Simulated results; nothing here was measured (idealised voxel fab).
process module | voxel transistor to metal
cross-section cut | 140 nm wide | cells 5 nm
A cross-section is a grid of square cells, given in bands from the top down. A band is one or more rows of cells.
Each band's line starts with the height of the band's top and of its bottom, in nm. Then come its materials from left to right, each with its width in nm. One material with "throughout" fills the band from edge to edge. "air" is empty space.
Height 0 is the level under which the wafer as received is all one material. The lowest band goes on downwards, as in "0 down".
A width such as "30 to 40" changes by the same amount from each row of cells to the next, from the band's top row to its bottom row.
"no change" after a step means that no cell of the cross-section changed.
closed voids: empty space of 8 cells or more with no open way to the top, each as width x height at its distance from the left edge, in nm
after a step's settings: what the simulator itself notes on the step
overlay nm, on a step with a mask: how far to the right of its planned place the mask lay; to the left if negative
plan
1 op RECEIVE | material Si
2 op CONFORMAL_DEP | material SiO2 | thk nm 5
3 op CONFORMAL_DEP | material SiN | thk nm 10
4 op MASKED_ETCH | tone cover | mask id ACTIVE | width nm 110 | etch materials SiN | depth nm 10 | overlay nm 0
5 op MASKED_ETCH | tone cover | mask id ACTIVE | width nm 110 | etch materials SiO2 | depth nm 5 | overlay nm 0
6 op MASKED_ETCH | tone cover | mask id ACTIVE | width nm 110 | etch materials Si | depth nm 25 | overlay nm 0
7 op FILL_DEP | material SiO2 | thk nm 10
8 op CMP | height nm 15
9 op SELECTIVE_ETCH | etch materials SiO2 | depth nm 5
10 op STRIP | etch materials SiN
11 op SELECTIVE_ETCH | etch materials SiO2 | depth nm 5
12 op OXIDIZE | depth nm 5
13 op DIRECTIONAL_DEP | material polySi | thk nm 20
14 op DIRECTIONAL_DEP | material SiCN | thk nm 15
15 op PATTERN | tone cover | mask id GATE | material resist | width nm 20 | thk nm 15 | overlay nm 0
16 op DIRECTIONAL_ETCH | etch materials SiCN | depth nm 25
17 op DIRECTIONAL_ETCH | etch materials polySi | depth nm 30
18 op STRIP | etch materials resist
19 op CONFORMAL_DEP | material SiN | thk nm 5
20 op DIRECTIONAL_ETCH | etch materials SiN | depth nm 5
21 op DIRECTIONAL_ETCH | etch materials SiO2 | depth nm 5
22 op DIRECTIONAL_ETCH | etch materials Si | depth nm 5
23 op EPI | material pSi | thk nm 5
24 op FILL_DEP | material SiO2 | thk nm 10
25 op CMP | height nm 35
26 op DIRECTIONAL_DEP | material SiO2 | thk nm 10
27 op DIRECTIONAL_DEP | material aC | thk nm 15
28 op PATTERN | tone open | mask id CONTACT | material resist | width nm 30 | pitch nm 60 | thk nm 35 | overlay nm 0
29 op DIRECTIONAL_ETCH | etch materials aC | depth nm 15
30 op STRIP | etch materials resist
31 op DIRECTIONAL_ETCH | etch materials SiO2 | depth nm 50
32 op STRIP | etch materials aC
33 op CONFORMAL_DEP | material TiN | thk nm 5
34 op FILL_DEP | material W | thk nm 5
35 op CMP | height nm 45
36 op DIRECTIONAL_DEP | material TiN | thk nm 5
37 op DIRECTIONAL_DEP | material W | thk nm 20
38 op MASKED_ETCH | tone cover | mask id METAL_1 | width nm 15 | pitch nm 75 | etch materials W | depth nm 20 | overlay nm 0
39 op MASKED_ETCH | tone cover | mask id METAL_1 | width nm 15 | pitch nm 75 | etch materials TiN | depth nm 5 | overlay nm 0
40 op CONFORMAL_DEP | material SiN | thk nm 5
41 op FILL_DEP | material SiO2 | thk nm 5
42 op CMP | height nm 70
43 op CONFORMAL_DEP | material SiCN | thk nm 5
as received, after step 1
  0 down: Si throughout
  closed voids: none
a wafer at the end: this start, this plan, one mistake
  75 to 70: SiCN throughout
  70 to 50: SiO2 20 | SiN 5 | W 15 | SiN 5 | SiO2 50 | SiN 5 | W 15 | SiN 5 | SiO2 20
  50 to 45: SiN 25 | TiN 15 | SiN 60 | TiN 15 | SiN 25
  45 to 35: SiO2 25 | TiN 5 | W 20 | TiN 5 | SiO2 30 | TiN 5 | W 20 | TiN 5 | SiO2 25
  35 to 30: SiO2 25 | TiN 5 | W 20 | TiN 5 | SiN 5 | SiCN 20 | SiN 5 | TiN 5 | W 20 | TiN 5 | SiO2 25
  30 to 25: SiCN 10 | SiN 5 | SiO2 10 | TiN 30 | SiN 5 | SiCN 20 | SiN 5 | TiN 30 | SiO2 10 | SiN 5 | SiCN 10
  25 to 20: polySi 10 | SiCN 120 | polySi 10
  20 to 5: polySi throughout
  5 to 0: SiO2 10 | polySi 120 | SiO2 10
  0 to -5: SiO2 throughout
  -5 to -25: SiO2 15 | Si 110 | SiO2 15
  -25 down: Si throughout
  closed voids: none
what went wrong: step 14 was run twice
